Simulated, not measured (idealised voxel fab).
This is a process module. Its name is voxel ribs on slabs.
We display cut, a cross-section 250 nm in width whose square cells are each 5 nm.
Each cross-section below is a grid of square cells, stated as bands in top-down order, with one or more rows of cells making up each band.
Band: top height; bottom height; in nm. Then, left to right: material with width in nm, for each material. "throughout": a single material spanning edge to edge. "air": empty space.
All heights in this document are referenced to 0, defined as the level beneath which the wafer, as received, consists entirely of one material. The lowest band is not bounded below; it extends indefinitely downward and is written in the form "z 0 and below".
You'd read "30->40" like this: the band's top row of cells is as wide as the first number, its bottom row is as wide as the second, and going down, every row changes width by the same amount as the row before did.
Step note "stayed the same" = no cross-section cell changed.
So "Enclosed cavity list" is basically the list of trapped voids: any empty space of 8 cells or more that can't reach the top through an opening. They're written width x height at distance, the distance being from the left edge, and it's all nm.
Past the settings on a step's line: simulator remark, on that step.
The "overlay nm" setting may appear on a step's line; for a step that uses a mask, it gives how far to the right of its planned position the mask lay, and a negative value indicates the left.

The process steps that were planned are listed below
- 1: RECEIVE,material Si
- 2: DIRECTIONAL_DEP,material SiO2,thk nm 30
- 3: DIRECTIONAL_DEP,material SiN,thk nm 15
- 4: PATTERN,tone cover,mask id RIB,material resist,width nm 25,thk nm 15,overlay nm 0
- 5: DIRECTIONAL_ETCH,etch materials SiN,depth nm 5
- 6: STRIP,etch materials resist
- 7: MASKED_ETCH,tone cover,mask id SLAB,width nm 75,etch materials SiN,depth nm 10,overlay nm 0
- 8: FILL_DEP,material SiO2,thk nm 25
- 9: CMP,height nm 50
- 10: DIRECTIONAL_DEP,material TiN,thk nm 10
- 11: DIRECTIONAL_DEP,material aC,thk nm 10
- 12: PATTERN,tone cover,mask id HEATER,material resist,width nm 35,thk nm 30,overlay nm 0
- 13: DIRECTIONAL_ETCH,etch materials aC,depth nm 10
- 14: STRIP,etch materials resist
- 15: DIRECTIONAL_ETCH,etch materials TiN,depth nm 10
- 16: STRIP,etch materials aC
- 17: CONFORMAL_DEP,material SiN,thk nm 5
varied across the wafers: height nm of step 9. The plan shows the first wafer's value. All wafers start alike

Cross-section of the first of several wafers as received (after step 1)
> z 0 and below: Si throughout
> Enclosed cavity list: none

Gained (+) or lost (-) cells of each material since receipt, then closed voids: one row per wafer, at the end of the module
height nm 50 | +89 SiN | +465 SiO2 | +14 TiN | Enclosed cavity list: none
height nm 55 | +89 SiN | +515 SiO2 | +14 TiN | Enclosed cavity list: none
height nm 60 | +89 SiN | +565 SiO2 | +14 TiN | Enclosed cavity list: none
height nm 65 | +89 SiN | +615 SiO2 | +14 TiN | Enclosed cavity list: none
height nm 70 | +89 SiN | +665 SiO2 | +14 TiN | Enclosed cavity list: none
